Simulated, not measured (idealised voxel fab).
The following process module bears the name voxel trench capacitor.
Cross-section cut: width 280 nm, square cells of 5 nm.
A cross-section in this document is a grid of square cells, and it is written down as bands, the top band listed before the ones below it; a band is made up of one or more rows of cells. Heights first: top, then bottom, in nm. Then materials, left to right, each with a width in nm. "throughout" on a single material: fills the band edge to edge. "air": empty space. The reference from which all heights are counted is 0, the level beneath which the as-received wafer is entirely one material; the lowest band, having no lower bound, proceeds downward and is written after the example "top 0, no bottom". It should be noted that a width expressed as "30 to 40" varies in equal increments from row to row of cells within the band, taking the value of the first number at the top row and that of the second number at the bottom row. Basically "nothing altered" means that step didn't change any cell in the cross-section. Look at "Encapsulated voids" for the closed voids: empty spaces with no open path to the top, sized 8 cells or up. Each is width x height at distance, distance from the left edge, all nm. On each step's line, the part that comes after the settings is the simulator's own comment on the step. The optional step-line setting "overlay nm" applies to steps with a mask and quantifies how far to the right of its planned location the mask lay, a negative value indicating leftward placement.
-- Below is the list of planned process steps
step 1: op RECEIVE | material Si
step 2: op CONFORMAL_DEP | material SiN | thk nm 10
step 3: op PATTERN | tone open | mask id TRENCH | material resist | width nm 25 | pitch nm 45 | thk nm 15 | overlay nm 0
step 4: op DIRECTIONAL_ETCH | etch materials SiN | depth nm 10
step 5: op DIRECTIONAL_ETCH | etch materials Si | depth nm 35
step 6: op STRIP | etch materials resist
step 7: op CONFORMAL_DEP | material Al2O3 | thk nm 5
step 8: op FILL_DEP | material polySi | thk nm 10
step 9: op CMP | height nm 10
-- First of two wafers: run as planned
-- Cross-section of the wafer at receipt, which is the condition after step 1
* top 0, no bottom  Si throughout
* Encapsulated voids: none
-- Cross-section through the wafer, step 2 finished
* top 10, bottom 0  SiN throughout
* At heights below 0, the structure remains unaltered.
-- Cross-section through the wafer, step 3 finished
* top 25, bottom 10  60 nm resist; 25 nm air; 20 nm resist; 25 nm air; 20 nm resist; 25 nm air; 20 nm resist; 25 nm air; 60 nm resist
* At heights below 10, the structure remains unaltered.
-- Cross-section through the wafer, step 4 finished
* top 25, bottom 10  60 nm resist; 25 nm air; 20 nm resist; 25 nm air; 20 nm resist; 25 nm air; 20 nm resist; 25 nm air; 60 nm resist
* top 10, bottom 0  60 nm SiN; 25 nm air; 20 nm SiN; 25 nm air; 20 nm SiN; 25 nm air; 20 nm SiN; 25 nm air; 60 nm SiN
* At heights below 0, the structure remains unaltered.
-- Cross-section through the wafer, step 5 finished
* top 25, bottom 10  60 nm resist; 25 nm air; 20 nm resist; 25 nm air; 20 nm resist; 25 nm air; 20 nm resist; 25 nm air; 60 nm resist
* top 10, bottom 0  60 nm SiN; 25 nm air; 20 nm SiN; 25 nm air; 20 nm SiN; 25 nm air; 20 nm SiN; 25 nm air; 60 nm SiN
* top 0, bottom -35  60 nm Si; 25 nm air; 20 nm Si; 25 nm air; 20 nm Si; 25 nm air; 20 nm Si; 25 nm air; 60 nm Si
* At heights below -35, the structure remains unaltered.
-- Cross-section through the wafer, step 6 finished
* top 10, bottom 0  60 nm SiN; 25 nm air; 20 nm SiN; 25 nm air; 20 nm SiN; 25 nm air; 20 nm SiN; 25 nm air; 60 nm SiN
* At heights below 0, the structure remains unaltered.
-- Cross-section through the wafer, step 7 finished
* top 15, bottom 10  65 nm Al2O3; 15 nm air; 30 nm Al2O3; 15 nm air; 30 nm Al2O3; 15 nm air; 30 nm Al2O3; 15 nm air; 65 nm Al2O3
* top 10, bottom 0  60 nm SiN; 5 nm Al2O3; 15 nm air; 5 nm Al2O3; 20 nm SiN; 5 nm Al2O3; 15 nm air; 5 nm Al2O3; 20 nm SiN; 5 nm Al2O3; 15 nm air; 5 nm Al2O3; 20 nm SiN; 5 nm Al2O3; 15 nm air; 5 nm Al2O3; 60 nm SiN
* top 0, bottom -30  60 nm Si; 5 nm Al2O3; 15 nm air; 5 nm Al2O3; 20 nm Si; 5 nm Al2O3; 15 nm air; 5 nm Al2O3; 20 nm Si; 5 nm Al2O3; 15 nm air; 5 nm Al2O3; 20 nm Si; 5 nm Al2O3; 15 nm air; 5 nm Al2O3; 60 nm Si
* top -30, bottom -35  60 nm Si; 25 nm Al2O3; 20 nm Si; 25 nm Al2O3; 20 nm Si; 25 nm Al2O3; 20 nm Si; 25 nm Al2O3; 60 nm Si
* At heights below -35, the structure remains unaltered.
-- Cross-section through the wafer, step 8 finished
* top 25, bottom 15  polySi throughout
* top 15, bottom 10  65 nm Al2O3; 15 nm polySi; 30 nm Al2O3; 15 nm polySi; 30 nm Al2O3; 15 nm polySi; 30 nm Al2O3; 15 nm polySi; 65 nm Al2O3
* top 10, bottom 0  60 nm SiN; 5 nm Al2O3; 15 nm polySi; 5 nm Al2O3; 20 nm SiN; 5 nm Al2O3; 15 nm polySi; 5 nm Al2O3; 20 nm SiN; 5 nm Al2O3; 15 nm polySi; 5 nm Al2O3; 20 nm SiN; 5 nm Al2O3; 15 nm polySi; 5 nm Al2O3; 60 nm SiN
* top 0, bottom -30  60 nm Si; 5 nm Al2O3; 15 nm polySi; 5 nm Al2O3; 20 nm Si; 5 nm Al2O3; 15 nm polySi; 5 nm Al2O3; 20 nm Si; 5 nm Al2O3; 15 nm polySi; 5 nm Al2O3; 20 nm Si; 5 nm Al2O3; 15 nm polySi; 5 nm Al2O3; 60 nm Si
* At heights below -30, the structure remains unaltered.
-- Cross-section through the wafer, step 9 finished
* top 10, bottom 0  60 nm SiN; 5 nm Al2O3; 15 nm polySi; 5 nm Al2O3; 20 nm SiN; 5 nm Al2O3; 15 nm polySi; 5 nm Al2O3; 20 nm SiN; 5 nm Al2O3; 15 nm polySi; 5 nm Al2O3; 20 nm SiN; 5 nm Al2O3; 15 nm polySi; 5 nm Al2O3; 60 nm SiN
* At heights below 0, the structure remains unaltered.
-- Wafer two. Identical start, identical plan. One mistake in execution. Identical history through step 8
Cross-sectional view of the second wafer at the intended end time of process step 9: nothing altered
What was done differently from what was planned? step 9 of the plan was jumped over and never run
Looking at both finished wafers in cells, the second ends up ahead of or behind the first on some materials: 44 more of Al2O3; 124 more of polySi
